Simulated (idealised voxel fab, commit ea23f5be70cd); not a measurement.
The following process module bears the name voxel self aligned contacts.
For reference, the cross-section in this document is cut, with width 300 nm and square cells of 5 nm.
Cross-section format: a grid of square cells, given as bands from top to bottom; each band is one or more rows of cells.
In this notation a band is specified by the heights of its top and bottom, in that order and in nm, after which its materials appear from left to right, each paired with its width in nm. The word "throughout" attached to a single material means that material fills the band from edge to edge; the word "empty" stands for empty space.
Heights are measured from 0, the level below which the as-received wafer is all one material; the lowest band has no bottom and continues downward, written as in "0 and below".
The notation "30..40" denotes a width that varies across the rows of cells in the band, beginning at the first number in the top row, finishing at the second number in the bottom row, and changing by an identical amount from each row to the next.
Basically "changes: none" means that step didn't change any cell in the cross-section.
Voids not open to the top, 8 cells minimum: see "Completely enclosed voids". Written width x height at distance; distance is from the left edge; nm.
It should be noted that, on the line of a given step, the content following the step's settings is a remark produced by the simulator itself with respect to that step.
When a step includes a mask, the "overlay nm" setting on its line states how far to the right of its planned place that mask lay, and negative values state how far to the left.
Planned process steps:
1. RECEIVE (material Si)
2. OXIDIZE (depth nm 5)
3. DIRECTIONAL_DEP (material polySi; thk nm 30)
4. DIRECTIONAL_DEP (material SiN; thk nm 15)
5. MASKED_ETCH (tone cover; mask id GATE; width nm 35; pitch nm 65; etch materials SiN; depth nm 15; overlay nm 0)
6. MASKED_ETCH (tone cover; mask id GATE; width nm 35; pitch nm 65; etch materials polySi; depth nm 30; overlay nm 0)
7. CONFORMAL_DEP (material SiN; thk nm 5)
8. DIRECTIONAL_ETCH (etch materials SiN; depth nm 5)
9. FILL_DEP (material SiO2; thk nm 10)
10. CMP (height nm 50)
11. DIRECTIONAL_DEP (material aC; thk nm 10)
12. PATTERN (tone open; mask id CONTACT; material resist; width nm 40; thk nm 25; overlay nm 0)
13. DIRECTIONAL_ETCH (etch materials aC; depth nm 10)
14. STRIP (etch materials resist)
15. DIRECTIONAL_ETCH (etch materials SiO2; depth nm 55)
16. STRIP (etch materials aC)
17. CONFORMAL_DEP (material TiN; thk nm 5)
18. FILL_DEP (material W; thk nm 10)
19. CMP (height nm 50)
20. CONFORMAL_DEP (material SiN; thk nm 5)
Cross-section, incoming material, after step 1:
0 and below | Si throughout
Completely enclosed voids: none
Final wafer profile in cross-section after the module, from the same start and plan as above, with one mistake made during processing:
55 down to 50 | SiN throughout
50 down to 45 | SiO2 145 nm | W 10 nm | SiO2 145 nm
45 down to 30 | SiO2 95 nm | SiN 45 nm | SiO2 5 nm | W 10 nm | SiO2 5 nm | SiN 45 nm | SiO2 95 nm
30 down to 0 | SiO2 95 nm | SiN 5 nm | polySi 35 nm | SiN 5 nm | SiO2 5 nm | W 10 nm | SiO2 5 nm | SiN 5 nm | polySi 35 nm | SiN 5 nm | SiO2 95 nm
0 down to -5 | SiO2 throughout
-5 and below | Si throughout
Completely enclosed voids: none
Deviation noted in wafer processing: step 17 was processed under conditions differing from the plan, specifically as CONFORMAL_DEP (material SiO2; thk nm 5)
